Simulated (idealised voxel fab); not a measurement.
Process module, titled voxel ribs on slabs
Section shown: cut. Width: 215 nm. Cell size: 5 nm, square.
Each cross-section below is a grid of square cells, stated as bands in top-down order, with one or more rows of cells making up each band.
A band entry consists of two parts. The first gives the height of the band's top and the height of its bottom, in nm. The rest lists the band's materials from left to right, each with its width in nm. A single material labelled with the word "everywhere" fills the band from edge to edge, and the word "blank" marks empty space.
Beneath 0, the wafer as received is one material, and that level is where height counting begins. The lowest band goes on downward without a bottom; it is written like "z 0 and below".
You'd read "30..40" like this: the band's top row of cells is as wide as the first number, its bottom row is as wide as the second, and going down, every row changes width by the same amount as the row before did.
"left unchanged" (step): cross-section cells unchanged, all of them.
In the "Closed void table" entry, you get each enclosed empty space of 8 cells or more, one with no open way to the top, written width x height at distance, distance from the left edge, in nm.
Anything after a step's settings on that line? It's the simulator's own note about the step.
The setting "overlay nm" may be written on the line of a step. When the step uses a mask, the value reports how far to the right of the planned place the mask lay, and a negative value reports that it lay to the left.
# Process steps (planned)
1,RECEIVE,material Si
2,DIRECTIONAL_DEP,material SiO2,thk nm 20
3,DIRECTIONAL_DEP,material polySi,thk nm 25
4,PATTERN,tone cover,mask id RIB,material resist,width nm 30,thk nm 20,overlay nm 0
5,DIRECTIONAL_ETCH,etch materials polySi,depth nm 20
6,STRIP,etch materials resist
7,MASKED_ETCH,tone cover,mask id SLAB,width nm 70,etch materials polySi,depth nm 5,overlay nm 0
8,FILL_DEP,material SiO2,thk nm 25
9,CMP,height nm 65
10,DIRECTIONAL_DEP,material W,thk nm 10
11,MASKED_ETCH,tone cover,mask id HEATER,width nm 40,etch materials W,depth nm 10,overlay nm 0
12,CONFORMAL_DEP,material SiO2,thk nm 10
# The cross-section here shows the wafer as received, i.e. in its state after step 1
z 0 and below | Si everywhere
Closed void table: none
# Figure: cross-sectional view of the wafer upon completion of the module, processed from the initial state and according to the plan depicted above, with one error introduced during execution
z 85 to 75 | 75 nm blank, then 65 nm SiO2, then 75 nm blank
z 75 to 65 | 85 nm SiO2, then 45 nm W, then 85 nm SiO2
z 65 to 45 | SiO2 everywhere
z 45 to 25 | 90 nm SiO2, then 30 nm polySi, then 95 nm SiO2
z 25 to 20 | 70 nm SiO2, then 70 nm polySi, then 75 nm SiO2
z 20 to 0 | SiO2 everywhere
z 0 and below | Si everywhere
Closed void table: none
Which mistake was made when the wafer was run? step 11 was run on a setting that differed from the plan, and what really ran there is MASKED_ETCH,tone cover,mask id HEATER,width nm 45,etch materials W,depth nm 10,overlay nm 0
